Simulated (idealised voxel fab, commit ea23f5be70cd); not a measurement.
Module name: voxel trench capacitor (process module)
The cross-section on display is named cut; it measures 150 nm wide, and its cells are 5 nm squares.
How to read a cross-section here: the picture is a grid of square cells, written as bands going from the top down, and any band can span one or more rows of cells.
The entry gives the band's vertical extent as a top height and a bottom height in nm, then its horizontal make-up as materials from left to right, each with a width in nm. "blank" stands for empty space; a single material marked "edge to edge" fills the band edge to edge.
It should be noted that heights are counted from 0, beneath which the wafer as supplied is of one material throughout, and that the lowest band possesses no lower boundary but continues downward, as written in "z 0 and below".
Think of "30->40" as a width that walks from the first number to the second as you go down the band, top row to bottom row, taking equal-sized steps from row to row.
What does "left unchanged" mean for a step? It means no cell of the cross-section changed in that step.
Enclosed cavities: empty space of 8 cells or more with no open way to the top, each as width x height at its distance from the left edge, in nm
Step line, after settings: the simulator's comment on this step.
overlay nm: on a step with a mask, how far right of its planned place the mask lay; negative means left.
Here's what the planned process steps look like
1,RECEIVE with material Si
2,CONFORMAL_DEP with material SiN, thk nm 5
3,PATTERN with tone open, mask id TRENCH, material resist, width nm 20, pitch nm 40, thk nm 15, overlay nm 0
4,DIRECTIONAL_ETCH with etch materials SiN, depth nm 5
5,DIRECTIONAL_ETCH with etch materials Si, depth nm 35
6,STRIP with etch materials resist
7,CONFORMAL_DEP with material SiO2, thk nm 5
8,FILL_DEP with material polySi, thk nm 5
9,CMP with height nm 5
The following pertains to the first of two wafers, which was processed as planned
As-received wafer cross-section (after step 1)
    z 0 and below | Si edge to edge
    Enclosed cavities: none
The wafer in cross-section once step 2 is complete
    z 5 to 0 | SiN edge to edge
    Anything lower than 0 is untouched.
The wafer in cross-section once step 3 is complete
    z 20 to 5 | resist=25 / blank=20 / resist=20 / blank=20 / resist=20 / blank=20 / resist=25
    Anything lower than 5 is untouched.
The wafer in cross-section once step 4 is complete
    z 20 to 5 | resist=25 / blank=20 / resist=20 / blank=20 / resist=20 / blank=20 / resist=25
    z 5 to 0 | SiN=25 / blank=20 / SiN=20 / blank=20 / SiN=20 / blank=20 / SiN=25
    Anything lower than 0 is untouched.
The wafer in cross-section once step 5 is complete
    z 20 to 5 | resist=25 / blank=20 / resist=20 / blank=20 / resist=20 / blank=20 / resist=25
    z 5 to 0 | SiN=25 / blank=20 / SiN=20 / blank=20 / SiN=20 / blank=20 / SiN=25
    z 0 to -35 | Si=25 / blank=20 / Si=20 / blank=20 / Si=20 / blank=20 / Si=25
    Anything lower than -35 is untouched.
The wafer in cross-section once step 6 is complete
    z 5 to 0 | SiN=25 / blank=20 / SiN=20 / blank=20 / SiN=20 / blank=20 / SiN=25
    Anything lower than 0 is untouched.
The wafer in cross-section once step 7 is complete
    z 10 to 5 | SiO2=30 / blank=10 / SiO2=30 / blank=10 / SiO2=30 / blank=10 / SiO2=30
    z 5 to 0 | SiN=25 / SiO2=5 / blank=10 / SiO2=5 / SiN=20 / SiO2=5 / blank=10 / SiO2=5 / SiN=20 / SiO2=5 / blank=10 / SiO2=5 / SiN=25
    z 0 to -30 | Si=25 / SiO2=5 / blank=10 / SiO2=5 / Si=20 / SiO2=5 / blank=10 / SiO2=5 / Si=20 / SiO2=5 / blank=10 / SiO2=5 / Si=25
    z -30 to -35 | Si=25 / SiO2=20 / Si=20 / SiO2=20 / Si=20 / SiO2=20 / Si=25
    Anything lower than -35 is untouched.
The wafer in cross-section once step 8 is complete
    z 15 to 10 | polySi edge to edge
    z 10 to 5 | SiO2=30 / polySi=10 / SiO2=30 / polySi=10 / SiO2=30 / polySi=10 / SiO2=30
    z 5 to 0 | SiN=25 / SiO2=5 / polySi=10 / SiO2=5 / SiN=20 / SiO2=5 / polySi=10 / SiO2=5 / SiN=20 / SiO2=5 / polySi=10 / SiO2=5 / SiN=25
    z 0 to -30 | Si=25 / SiO2=5 / polySi=10 / SiO2=5 / Si=20 / SiO2=5 / polySi=10 / SiO2=5 / Si=20 / SiO2=5 / polySi=10 / SiO2=5 / Si=25
    Anything lower than -30 is untouched.
The wafer in cross-section once step 9 is complete
    z 5 to 0 | SiN=25 / SiO2=5 / polySi=10 / SiO2=5 / SiN=20 / SiO2=5 / polySi=10 / SiO2=5 / SiN=20 / SiO2=5 / polySi=10 / SiO2=5 / SiN=25
    Anything lower than 0 is untouched.
Second wafer, same starting conditions and recipe as the first, one mistake in executing it, nothing differs from the first up to and including step 6
Cross-section of the second wafer when, according to plan, step 7 should have finished
    z 10 to 0 | SiN=30 / blank=10 / SiN=30 / blank=10 / SiN=30 / blank=10 / SiN=30
    z 0 to -30 | Si=25 / SiN=5 / blank=10 / SiN=5 / Si=20 / SiN=5 / blank=10 / SiN=5 / Si=20 / SiN=5 / blank=10 / SiN=5 / Si=25
    z -30 to -35 | Si=25 / SiN=20 / Si=20 / SiN=20 / Si=20 / SiN=20 / Si=25
    Anything lower than -35 is untouched.
Cross-section of the second wafer when, according to plan, step 8 should have finished
    z 15 to 10 | polySi edge to edge
    z 10 to 0 | SiN=30 / polySi=10 / SiN=30 / polySi=10 / SiN=30 / polySi=10 / SiN=30
    z 0 to -30 | Si=25 / SiN=5 / polySi=10 / SiN=5 / Si=20 / SiN=5 / polySi=10 / SiN=5 / Si=20 / SiN=5 / polySi=10 / SiN=5 / Si=25
    Anything lower than -30 is untouched.
Cross-section of the second wafer when, according to plan, step 9 should have finished
    z 5 to 0 | SiN=30 / polySi=10 / SiN=30 / polySi=10 / SiN=30 / polySi=10 / SiN=30
    Anything lower than 0 is untouched.
What broke from the plan during processing? step 7 was processed under conditions differing from the plan, specifically as CONFORMAL_DEP with material SiN, thk nm 5
In the final state, the cell counts of the second wafer exceed or fall short of those of the first for the following materials: 54 more of SiN, 54 fewer of SiO2
